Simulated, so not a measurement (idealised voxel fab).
The document below concerns the process module designated voxel ribs on slabs.
It is cross-section cut that appears here, measuring 160 nm in width, its square cells being 5 nm in size.
A cross-section in this document is a grid of square cells, and it is written down as bands, the top band listed before the ones below it; a band is made up of one or more rows of cells. Per band: top height and bottom height in nm, followed by the left-to-right materials and their widths in nm; "all across" marks a single material spanning edge to edge, "empty" marks empty space. For the purposes of this specification, 0 denotes the height below which the wafer in its as-received condition is composed wholly of one material, and the lowermost band, lacking a lower limit, extends downward without end, as expressed in "0 and below". You'd read "30..40" like this: the band's top row of cells is as wide as the first number, its bottom row is as wide as the second, and going down, every row changes width by the same amount as the row before did. A step reported as "nothing changed" is a step in which no cell of the cross-section changed. In "Sealed internal cavities" the enclosed voids are listed, meaning empty spaces of 8 cells or larger without any opening to the top. The form is width x height at distance, distance from the left edge, units nm. On each step's line, the part that comes after the settings is the simulator's own comment on the step. Steps that use a mask can have "overlay nm" on their line. It says how far the mask sat to the right of where it was meant to be. Negative means to the left.
**Process steps - plan**
- 1: RECEIVE, material Si
- 2: DIRECTIONAL_DEP, material SiO2, thk nm 25
- 3: DIRECTIONAL_DEP, material SiN, thk nm 20
- 4: DIRECTIONAL_DEP, material aC, thk nm 10
- 5: PATTERN, tone cover, mask id RIB, material resist, width nm 30, thk nm 30, overlay nm 0
- 6: DIRECTIONAL_ETCH, etch materials aC, depth nm 10
- 7: STRIP, etch materials resist
- 8: DIRECTIONAL_ETCH, etch materials SiN, depth nm 10
- 9: STRIP, etch materials aC
- 10: DIRECTIONAL_DEP, material aC, thk nm 15
- 11: PATTERN, tone cover, mask id SLAB, material resist, width nm 90, thk nm 30, overlay nm 0
- 12: DIRECTIONAL_ETCH, etch materials aC, depth nm 15
- 13: STRIP, etch materials resist
- 14: DIRECTIONAL_ETCH, etch materials SiN, depth nm 10
- 15: STRIP, etch materials aC
- 16: FILL_DEP, material SiO2, thk nm 25
- 17: CMP, height nm 65
- 18: DIRECTIONAL_DEP, material TiN, thk nm 5
- 19: DIRECTIONAL_DEP, material aC, thk nm 15
- 20: PATTERN, tone cover, mask id HEATER, material resist, width nm 40, thk nm 30, overlay nm 0
- 21: DIRECTIONAL_ETCH, etch materials aC, depth nm 15
- 22: STRIP, etch materials resist
- 23: DIRECTIONAL_ETCH, etch materials TiN, depth nm 5
- 24: STRIP, etch materials aC
- 25: CONFORMAL_DEP, material SiN, thk nm 5
**So this is the incoming wafer in cross-section - it's already been through step 1**
	0 and below = Si all across
	Sealed internal cavities: none
**First wafer of two, sectioned at end of module; run went per plan**
	75 down to 70 = 55 empty, then 50 SiN, then 55 empty
	70 down to 65 = 60 SiN, then 40 TiN, then 60 SiN
	65 down to 45 = SiO2 all across
	45 down to 35 = 65 SiO2, then 30 SiN, then 65 SiO2
	35 down to 25 = 35 SiO2, then 90 SiN, then 35 SiO2
	25 down to 0 = SiO2 all across
	0 and below = Si all across
	Sealed internal cavities: none
**This cross-section belongs to the second wafer of two at the end of the module; the start and the plan were shared with the first, and the run included one mistake**
	75 down to 70 = 55 empty, then 50 SiN, then 55 empty
	70 down to 65 = 60 SiN, then 40 TiN, then 60 SiN
	65 down to 60 = SiO2 all across
	60 down to 50 = 65 SiO2, then 30 TiN, then 65 SiO2
	50 down to 45 = TiN all across
	45 down to 35 = 65 TiN, then 30 SiN, then 65 TiN
	35 down to 25 = SiN all across
	25 down to 0 = SiO2 all across
	0 and below = Si all across
	Sealed internal cavities: none
Error vs. plan: step 10 off recipe, ran as DIRECTIONAL_DEP, material TiN, thk nm 15
Final comparison by cell count, materials where the second wafer has more or fewer than the first: SiN +28, SiO2 -124, TiN +96
